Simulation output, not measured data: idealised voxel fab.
process module | voxel capacitor over wiring
Displayed cross-section: cut, width of 255 nm, square cells sized 5 nm.
How to read a cross-section here: the picture is a grid of square cells, written as bands going from the top down, and any band can span one or more rows of cells.
Top, bottom (nm), then materials left to right with widths (nm); lone material tagged "edge to edge" fills the whole band edge to edge; "air" = empty space.
Height datum 0, below which the as-received substrate wafer is one material. Lowest band open at the bottom, running downward: "from 0 down".
Width spec "30..40" -> top row of cells at first value, bottom row at second value, equal per-row change in between.
It should be understood that the words "no alteration", when stated for a given step, signify that the cross-section underwent no change in any of its cells during that step.
"Sealed-off cavities" lists enclosed empty spaces (at least 8 cells, no open path upward to the top), each as width x height at distance from the left edge, in nm.
On a step's line, text after the settings is the simulator commenting on that step.
A step's line can hold "overlay nm"; with a mask on that step, the setting says how far right of the planned place the mask lay, while a negative setting says it lay to the left.
Intended process steps
1,RECEIVE [material Si]
2,CONFORMAL_DEP [material SiO2] [thk nm 10]
3,CONFORMAL_DEP [material SiCN] [thk nm 5]
4,DIRECTIONAL_DEP [material lowk] [thk nm 20]
5,DIRECTIONAL_DEP [material aC] [thk nm 10]
6,PATTERN [tone open] [mask id METAL_1] [material resist] [width nm 30] [pitch nm 80] [thk nm 25] [overlay nm 0]
7,DIRECTIONAL_ETCH [etch materials aC] [depth nm 10]
8,STRIP [etch materials resist]
9,DIRECTIONAL_ETCH [etch materials lowk] [depth nm 20]
10,DIRECTIONAL_ETCH [etch materials SiCN] [depth nm 5]
11,STRIP [etch materials aC]
12,CONFORMAL_DEP [material TiN] [thk nm 5]
13,FILL_DEP [material Cu] [thk nm 5]
14,CMP [height nm 35]
15,CONFORMAL_DEP [material SiCN] [thk nm 5]
16,DIRECTIONAL_DEP [material lowk] [thk nm 10]
17,MASKED_ETCH [tone open] [mask id PLUG_1] [width nm 15] [etch materials lowk] [depth nm 10] [overlay nm 0]
18,MASKED_ETCH [tone open] [mask id PLUG_1] [width nm 15] [etch materials SiCN] [depth nm 5] [overlay nm 0]
19,EPI [material Ru] [thk nm 10]
20,EPI [material Ru] [thk nm 5]
21,DIRECTIONAL_DEP [material TiN] [thk nm 10]
22,DIRECTIONAL_DEP [material Al2O3] [thk nm 5]
23,DIRECTIONAL_DEP [material TiN] [thk nm 10]
24,PATTERN [tone cover] [mask id UPPER_PLATE] [material resist] [width nm 55] [thk nm 20] [overlay nm 0]
25,DIRECTIONAL_ETCH [etch materials TiN] [depth nm 10]
26,DIRECTIONAL_ETCH [etch materials Al2O3] [depth nm 5]
27,STRIP [etch materials resist]
28,MASKED_ETCH [tone cover] [mask id LOWER_PLATE] [width nm 65] [etch materials TiN] [depth nm 10] [overlay nm 0]
29,FILL_DEP [material SiO2] [thk nm 15]
30,CMP [height nm 85]
31,MASKED_ETCH [tone open] [mask id PLUG_2] [width nm 15] [etch materials SiO2] [depth nm 10] [overlay nm 0]
32,CONFORMAL_DEP [material TiN] [thk nm 5]
33,FILL_DEP [material Ru] [thk nm 5]
34,CMP [height nm 85]
35,CONFORMAL_DEP [material SiN] [thk nm 5]
Cross-section of the wafer upon arrival, representing the state reached after step 1
	from 0 down = Si edge to edge
	Sealed-off cavities: none
Cross-sectional view of the first of the two wafers upon completion of the module, processed in accordance with the plan
	from 90 to 85 = SiN edge to edge
	from 85 to 80 = SiO2 95 nm, then TiN 5 nm, then Ru 5 nm, then TiN 5 nm, then SiO2 145 nm
	from 80 to 75 = SiO2 95 nm, then TiN 15 nm, then SiO2 145 nm
	from 75 to 65 = SiO2 85 nm, then TiN 55 nm, then SiO2 115 nm
	from 65 to 60 = SiO2 85 nm, then Al2O3 55 nm, then SiO2 115 nm
	from 60 to 50 = SiO2 80 nm, then TiN 65 nm, then SiO2 110 nm
	from 50 to 40 = lowk 85 nm, then Ru 15 nm, then lowk 155 nm
	from 40 to 35 = SiCN 85 nm, then Ru 15 nm, then SiCN 155 nm
	from 35 to 15 = lowk 70 nm, then TiN 5 nm, then Cu 20 nm, then TiN 5 nm, then lowk 50 nm, then TiN 5 nm, then Cu 20 nm, then TiN 5 nm, then lowk 75 nm
	from 15 to 10 = SiCN 70 nm, then TiN 30 nm, then SiCN 50 nm, then TiN 30 nm, then SiCN 75 nm
	from 10 to 0 = SiO2 edge to edge
	from 0 down = Si edge to edge
	Sealed-off cavities: none
Second wafer of the two, sectioned at the end of the module. It began like the first and followed the same plan, but one mistake was made while running it
	from 90 to 85 = SiN edge to edge
	from 85 to 80 = SiO2 95 nm, then TiN 15 nm, then SiO2 145 nm
	from 80 to 75 = SiO2 85 nm, then TiN 5 nm, then SiO2 5 nm, then TiN 45 nm, then SiO2 115 nm
	from 75 to 70 = SiO2 85 nm, then TiN 55 nm, then SiO2 115 nm
	from 70 to 65 = SiO2 85 nm, then Al2O3 5 nm, then TiN 5 nm, then Al2O3 45 nm, then SiO2 115 nm
	from 65 to 60 = Ru 90 nm, then Al2O3 5 nm, then Ru 160 nm
	from 60 to 55 = TiN 85 nm, then Ru 15 nm, then TiN 155 nm
	from 55 to 50 = TiN edge to edge
	from 50 to 45 = lowk 85 nm, then TiN 15 nm, then lowk 155 nm
	from 45 to 40 = lowk 85 nm, then Ru 15 nm, then lowk 155 nm
	from 40 to 35 = SiCN 85 nm, then Ru 15 nm, then SiCN 155 nm
	from 35 to 15 = lowk 70 nm, then TiN 5 nm, then Cu 20 nm, then TiN 5 nm, then lowk 50 nm, then TiN 5 nm, then Cu 20 nm, then TiN 5 nm, then lowk 75 nm
	from 15 to 10 = SiCN 70 nm, then TiN 30 nm, then SiCN 50 nm, then TiN 30 nm, then SiCN 75 nm
	from 10 to 0 = SiO2 edge to edge
	from 0 down = Si edge to edge
	Sealed-off cavities: none
Want to know what went wrong? so 20 and 21 got swapped relative to the plan, each ran where the other was supposed to
It is noted that, at the conclusion of processing, the second wafer exhibits a higher or lower cell count for certain materials relative to the first: Ru +49 | SiO2 -123 | TiN +74
